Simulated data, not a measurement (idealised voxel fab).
Process module heading - voxel local oxidation
The width of the displayed cross-section, cut, is 265 nm; its cells are square, with a size of 5 nm.
How to read a cross-section here: the picture is a grid of square cells, written as bands going from the top down, and any band can span one or more rows of cells.
Look at the band entry: it leads with the top's height and the bottom's height in nm. Then it lists the materials left to right, with a width in nm for each. The word "edge to edge" on a single material says that material fills the band edge to edge. The word "empty" is empty space.
Heights are reckoned from 0. Under this level, the received wafer is all of one material. The bottommost band is open-ended downward, for example "0 and below".
Note: "30 to 40" means the width goes from the first number (top row of the band) to the second number (bottom row) in equal steps per row of cells.
It should be understood that the words "everything unchanged", when stated for a given step, signify that the cross-section underwent no change in any of its cells during that step.
Basically, "Enclosed internal cavities" tells you about the enclosed voids: empty spaces with no open way to the top, 8 cells or bigger, each written width x height at distance, where distance is from the left edge, all in nm.
What comes after the settings on a step's line is commentary from the simulator itself on that step.
overlay nm, on a step with a mask: how far to the right of its planned place the mask lay; to the left if negative

Steps planned for the process:
- 1: RECEIVE | material Si
- 2: OXIDIZE | depth nm 5
- 3: CONFORMAL_DEP | material SiN | thk nm 15
- 4: MASKED_ETCH | tone cover | mask id ACTIVE | width nm 100 | etch materials SiN | depth nm 15 | overlay nm 0
- 5: SELECTIVE_ETCH | etch materials SiO2 | depth nm 5
- 6: OXIDIZE | depth nm 10
- 7: STRIP | etch materials SiN

Of two wafers, the first: run according to plan:

As received (post step 1): cross-section:
	0 and below  Si edge to edge
	Enclosed internal cavities: none

After step 2: wafer cross-section:
	0 down to -5  SiO2 edge to edge
	At heights below -5, the structure remains unaltered.

After step 3: wafer cross-section:
	15 down to 0  SiN edge to edge
	At heights below 0, the structure remains unaltered.

After step 4: wafer cross-section:
	15 down to 0  empty (80) / SiN (100) / empty (85)
	At heights below 0, the structure remains unaltered.

After step 5: wafer cross-section:
	15 down to 0  empty (80) / SiN (100) / empty (85)
	0 down to -5  empty (85) / SiO2 (90) / empty (90)
	At heights below -5, the structure remains unaltered.

After step 6: wafer cross-section:
	15 down to 0  empty (80) / SiN (100) / empty (85)
	0 down to -5  empty (85) / SiO2 (90) / empty (90)
	-5 down to -15  SiO2 (95) / Si (70) / SiO2 (100)
	At heights below -15, the structure remains unaltered.

After step 7: wafer cross-section:
	0 down to -5  empty (85) / SiO2 (90) / empty (90)
	At heights below -5, the structure remains unaltered.

Okay, second wafer. Nothing different at the start, nothing different in the plan, just one mistake somewhere in the running. As far as step 5, counting that step, it's the first wafer all over again:

Second wafer, section view, time point: scheduled end of step 6:
	15 down to 0  empty (80) / SiN (100) / empty (85)
	0 down to -5  empty (85) / SiO2 (90) / empty (90)
	-5 down to -20  SiO2 (100) / Si (60) / SiO2 (105)
	At heights below -20, the structure remains unaltered.

Second wafer, section view, time point: scheduled end of step 7:
	0 down to -5  empty (85) / SiO2 (90) / empty (90)
	At heights below -5, the structure remains unaltered.
Short version of what went wrong: it should be noted that step 6 was executed with settings other than those planned, the operation and settings actually applied being OXIDIZE | depth nm 15
At the finish, the second wafer shows more or fewer cells for some materials than the first does: Si: 45 fewer, SiO2: 45 more
